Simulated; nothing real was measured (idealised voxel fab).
Process module name: voxel wiring stack
Section shown: cut. Width: 225 nm. Cell size: 5 nm, square.
Cross-section spec: square-cell grid; bands listed top down; each band is one or more rows.
Band: top and bottom heights (nm) first, top before bottom; then materials from left to right, widths in nm. "everywhere" marks a sole material filling the band edge to edge. "empty" denotes empty space.
Heights are expressed relative to 0, this being the level below which the as-received wafer comprises one material exclusively. The lowest band is unbounded in the downward direction and is denoted as in "0 and below".
A two-number width, for instance "30 to 40", indicates that the width is equal to the first number in the top row of the band and to the second number in the bottom row, and that it changes by a constant amount per row of cells.
The designation "nothing was modified", where it is given for a processing step, indicates that no cell of the cross-section was altered in the course of that step.
Enclosed voids (no open way to top), threshold 8 cells or more, entry "Sealed internal cavities", notation width x height at distance, distance from left edge, nm.
Post-settings text on a step line: simulator's own remark regarding the step.
"overlay nm" answers the question of how far to the right of plan the mask lay on a step that has a mask, and when it is negative the answer is to the left.
Each pair below shows a cross-section before one step and the cross-section after it, down to the lowest band that changed. The line under each pair gives the step between them, with its settings. The pairs can come from different runs of this module on the same starting wafer, so a pair continues from the pair above only where its "Prior state" says so.
## Prior state
- 130 down to 105 | 65 empty; 20 Ru; 15 empty; 20 Ru; 15 empty; 20 Ru; 70 empty
- 105 down to 100 | 65 empty; 110 TiN; 50 empty
- 100 down to 85 | 65 empty; 15 SiO2; 20 Ru; 15 SiO2; 20 Ru; 15 SiO2; 25 Ru; 50 empty
- 85 down to 80 | 65 TiN; 15 SiCN; 20 Ru; 15 SiCN; 20 Ru; 15 SiCN; 25 Ru; 50 TiN
- 80 down to 60 | 65 lowk; 5 TiN; 10 W; 5 TiN; 15 lowk; 5 TiN; 10 W; 5 TiN; 15 lowk; 5 TiN; 10 W; 5 TiN; 70 lowk
- 60 down to 55 | 65 SiCN; 20 TiN; 15 SiCN; 20 TiN; 15 SiCN; 20 TiN; 70 SiCN
- 55 down to 35 | 65 SiO2; 5 TiN; 5 Ru; 5 TiN; 20 SiO2; 5 TiN; 5 Ru; 5 TiN; 20 SiO2; 5 TiN; 5 Ru; 5 TiN; 75 SiO2
- 35 down to 30 | 65 SiCN; 15 TiN; 20 SiCN; 15 TiN; 20 SiCN; 15 TiN; 75 SiCN
- 30 down to 15 | 65 lowk; 5 TiN; 10 Ru; 5 TiN; 15 lowk; 5 TiN; 10 Ru; 5 TiN; 15 lowk; 5 TiN; 10 Ru; 5 TiN; 70 lowk
- 15 down to 10 | 65 SiN; 20 TiN; 15 SiN; 20 TiN; 15 SiN; 20 TiN; 70 SiN
- 10 down to 0 | SiO2 everywhere
- 0 and below | Si everywhere
- Sealed internal cavities: none
## Section After Processing
- 130 down to 105 | 65 empty; 20 Ru; 15 empty; 20 Ru; 15 empty; 20 Ru; 70 empty
- 105 down to 100 | 65 empty; 20 TiN; 15 empty; 20 TiN; 15 empty; 20 TiN; 70 empty
- 100 down to 85 | 65 empty; 15 SiO2; 20 Ru; 15 SiO2; 20 Ru; 15 SiO2; 25 Ru; 50 empty
- 85 down to 80 | 65 empty; 15 SiCN; 20 Ru; 15 SiCN; 20 Ru; 15 SiCN; 25 Ru; 50 empty
- For the remainder of the cross-section, below 80, there is no change.
- Sealed internal cavities: none
Upper to lower cross-section via MASKED_ETCH (tone cover; mask id METAL_3; width nm 20; pitch nm 35; etch materials TiN; depth nm 5; overlay nm 0)
Prior state: carried over from the after image of the pair right above.
## Section After Processing
- 135 down to 130 | 60 empty; 30 SiCN; 5 empty; 30 SiCN; 5 empty; 30 SiCN; 65 empty
- 130 down to 105 | 60 empty; 5 SiCN; 20 Ru; 5 SiCN; 5 empty; 5 SiCN; 20 Ru; 5 SiCN; 5 empty; 5 SiCN; 20 Ru; 5 SiCN; 65 empty
- 105 down to 100 | 60 empty; 5 SiCN; 20 TiN; 15 SiCN; 20 TiN; 15 SiCN; 20 TiN; 25 SiCN; 45 empty
- 100 down to 85 | 60 empty; 5 SiCN; 15 SiO2; 20 Ru; 15 SiO2; 20 Ru; 15 SiO2; 25 Ru; 5 SiCN; 45 empty
- 85 down to 80 | 80 SiCN; 20 Ru; 15 SiCN; 20 Ru; 15 SiCN; 25 Ru; 50 SiCN
- For the remainder of the cross-section, below 80, there is no change.
- Sealed internal cavities: none
Upper to lower cross-section via CONFORMAL_DEP (material SiCN; thk nm 5)
Prior state: carried over from the after image of the pair right above.
## Section After Processing
- 140 down to 135 | lowk everywhere
- 135 down to 130 | 60 lowk; 30 SiCN; 5 lowk; 30 SiCN; 5 lowk; 30 SiCN; 65 lowk
- 130 down to 105 | 60 lowk; 5 SiCN; 20 Ru; 5 SiCN; 5 lowk; 5 SiCN; 20 Ru; 5 SiCN; 5 lowk; 5 SiCN; 20 Ru; 5 SiCN; 65 lowk
- 105 down to 100 | 60 lowk; 5 SiCN; 20 TiN; 15 SiCN; 20 TiN; 15 SiCN; 20 TiN; 25 SiCN; 45 lowk
- 100 down to 85 | 60 lowk; 5 SiCN; 15 SiO2; 20 Ru; 15 SiO2; 20 Ru; 15 SiO2; 25 Ru; 5 SiCN; 45 lowk
- For the remainder of the cross-section, below 85, there is no change.
- Sealed internal cavities: none
Upper to lower cross-section via FILL_DEP (material lowk; thk nm 5)
Prior state: carried over from the after image of the pair right above.
## Section After Processing
- 130 down to 105 | 60 lowk; 5 SiCN; 20 Ru; 5 SiCN; 5 lowk; 5 SiCN; 20 Ru; 5 SiCN; 5 lowk; 5 SiCN; 20 Ru; 5 SiCN; 65 lowk
- For the remainder of the cross-section, below 105, there is no change.
- Sealed internal cavities: none
Upper to lower cross-section via CMP (height nm 130)
Prior state: carried over from the after image of the pair right above.
## Section After Processing
- 135 down to 130 | SiCN everywhere
- For the remainder of the cross-section, below 130, there is no change.
- Sealed internal cavities: none
Upper to lower cross-section via CONFORMAL_DEP (material SiCN; thk nm 5)
